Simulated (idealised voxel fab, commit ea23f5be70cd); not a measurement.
Process module heading - voxel ribs on slabs
Square cell edge 5 nm, section width 250 nm, ID cut.
When this document writes out a cross-section, it uses a grid of square cells and lists it as bands, beginning at the top and moving down, with a band standing for one or more rows of cells.
The entry gives the band's vertical extent as a top height and a bottom height in nm, then its horizontal make-up as materials from left to right, each with a width in nm. "empty" stands for empty space; a single material marked "everywhere" fills the band edge to edge.
The reference from which all heights are counted is 0, the level beneath which the as-received wafer is entirely one material; the lowest band, having no lower bound, proceeds downward and is written after the example "0 nm and below".
Think of "30 to 40" as a width that walks from the first number to the second as you go down the band, top row to bottom row, taking equal-sized steps from row to row.
Given "all unchanged" for a step, no cell of the cross-section differs between before and after that step.
What "Closed void roster" gives you is every empty space of 8 cells or more that is cut off from the top. Each appears as width x height at distance, with the distance taken from the left edge and width, height and distance all in nm.
On each step's line, the part that comes after the settings is the simulator's own comment on the step.
overlay nm: where the mask lay relative to plan, measured to the right, on steps with a mask; negatives go left.
List of planned process steps
step 1: RECEIVE | material Si
step 2: DIRECTIONAL_DEP | material SiO2 | thk nm 20
step 3: DIRECTIONAL_DEP | material polySi | thk nm 25
step 4: MASKED_ETCH | tone cover | mask id RIB | width nm 20 | etch materials polySi | depth nm 10 | overlay nm 0
step 5: PATTERN | tone cover | mask id SLAB | material resist | width nm 70 | thk nm 15 | overlay nm 0
step 6: DIRECTIONAL_ETCH | etch materials polySi | depth nm 15
step 7: STRIP | etch materials resist
step 8: FILL_DEP | material SiO2 | thk nm 20
step 9: CMP | height nm 55
step 10: DIRECTIONAL_DEP | material W | thk nm 5
step 11: DIRECTIONAL_DEP | material aC | thk nm 10
step 12: PATTERN | tone cover | mask id HEATER | material resist | width nm 30 | thk nm 25 | overlay nm 0
step 13: DIRECTIONAL_ETCH | etch materials aC | depth nm 10
step 14: STRIP | etch materials resist
step 15: DIRECTIONAL_ETCH | etch materials W | depth nm 5
step 16: STRIP | etch materials aC
step 17: CONFORMAL_DEP | material SiN | thk nm 5
Received-state cross-section, reflecting completion of step 1
	0 nm and below: Si everywhere
	Closed void roster: none
First wafer of two, sectioned at end of module; run went per plan
	65 nm to 60 nm: empty: 105  SiN: 40  empty: 105
	60 nm to 55 nm: SiN: 110  W: 30  SiN: 110
	55 nm to 45 nm: SiO2 everywhere
	45 nm to 35 nm: SiO2: 115  polySi: 20  SiO2: 115
	35 nm to 20 nm: SiO2: 90  polySi: 70  SiO2: 90
	20 nm to 0 nm: SiO2 everywhere
	0 nm and below: Si everywhere
	Closed void roster: none
End-of-module cross-section of the second wafer: identical starting point and process plan to the first, with one processing mistake
	65 nm to 60 nm: empty: 105  SiN: 40  empty: 105
	60 nm to 55 nm: SiN: 110  W: 30  SiN: 110
	55 nm to 45 nm: W everywhere
	45 nm to 35 nm: W: 115  polySi: 20  W: 115
	35 nm to 20 nm: W: 90  polySi: 70  W: 90
	20 nm to 0 nm: SiO2 everywhere
	0 nm and below: Si everywhere
	Closed void roster: none
Against the plan, the run slipped here: step 8 was processed under conditions differing from the plan, specifically as FILL_DEP | material W | thk nm 20
Once processing is complete, comparing cell counts shows that the second wafer has more or fewer of certain materials than the first: SiO2 -300, W +300
